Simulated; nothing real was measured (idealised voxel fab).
This section sets out a process module, namely voxel released beams.
Section cut is 255 nm wide and gridded with 5 nm square cells.
Cross-section layout: square cells on a grid; listed as bands, top to bottom; a band spans one or more cell rows.
Each band's line starts with the height of the band's top and of its bottom, in nm. Then come its materials from left to right, each with its width in nm. One material with "everywhere" fills the band from edge to edge. "air" is empty space.
Note: height 0 marks the level under which the wafer is uniformly one material as received. Lowest band unbounded below, written "0 down".
So if you see something like "30..40" for the width, read it as the top row of the band sitting at the first number and the bottom row at the second, with every row in between moving by the same amount as the last.
The cross-section has no changed cell in any step marked "all unchanged".
Entry "Closed empty spaces" = empty spaces >= 8 cells with no open way to the top; each as width x height at distance, distance from left edge, all nm.
Read whatever lies past the settings on a step's line as the simulator's own remark about the step.
The optional step-line setting "overlay nm" applies to steps with a mask and quantifies how far to the right of its planned location the mask lay, a negative value indicating leftward placement.
PROCESS STEPS (PLANNED)
| 1 | op RECEIVE | material Si |
| 2 | op CONFORMAL_DEP | material Al2O3 | thk nm 10 |
| 3 | op DIRECTIONAL_DEP | material SiO2 | thk nm 15 |
| 4 | op DIRECTIONAL_DEP | material aC | thk nm 15 |
| 5 | op PATTERN | tone open | mask id ANCHOR | material resist | width nm 45 | thk nm 30 | overlay nm 0 |
| 6 | op DIRECTIONAL_ETCH | etch materials aC | depth nm 15 |
| 7 | op STRIP | etch materials resist |
| 8 | op DIRECTIONAL_ETCH | etch materials SiO2 | depth nm 5 |
| 9 | op STRIP | etch materials aC |
| 10 | op CONFORMAL_DEP | material polySi | thk nm 15 |
| 11 | op PATTERN | tone cover | mask id BEAM | material resist | width nm 110 | thk nm 20 | overlay nm 0 |
| 12 | op DIRECTIONAL_ETCH | etch materials polySi | depth nm 15 |
| 13 | op STRIP | etch materials resist |
| 14 | op STRIP | etch materials SiO2 |
What sets these wafers apart? The depth nm at step 8. They all start alike, and the plan carries the first wafer's value.
THE FIRST OF SEVERAL WAFERS, AS RECEIVED AFTER STEP 1, SEEN IN SECTION
0 down = Si everywhere
Closed empty spaces: none
END OF MODULE: CROSS-SECTION OF THE FIRST OF SEVERAL WAFERS AFTER STEP 14, THE LAST STEP
10 to 0 = Al2O3 everywhere
0 down = Si everywhere
Closed empty spaces: none
LAST-WAFER CROSS-SECTION AT THE END OF THE MODULE
40 to 25 = air (70)  polySi (20)  air (15)  polySi (75)  air (75)
25 to 10 = air (75)  polySi (45)  air (135)
10 to 0 = Al2O3 everywhere
0 down = Si everywhere
Closed empty spaces: none
ROWS = WAFERS. AT MODULE END, EACH ROW LISTS PER MATERIAL THE CELLS GAINED (+) OR LOST (-) SINCE THE WAFER WAS RECEIVED, THEN THE CLOSED VOIDS
depth nm 5 | +102 Al2O3 | Closed empty spaces: none
depth nm 10 | +102 Al2O3 | Closed empty spaces: none
depth nm 15 | +102 Al2O3 | +84 polySi | Closed empty spaces: none
depth nm 20 | +102 Al2O3 | +84 polySi | Closed empty spaces: none
depth nm 25 | +102 Al2O3 | +84 polySi | Closed empty spaces: none
depth nm 30 | +102 Al2O3 | +84 polySi | Closed empty spaces: none
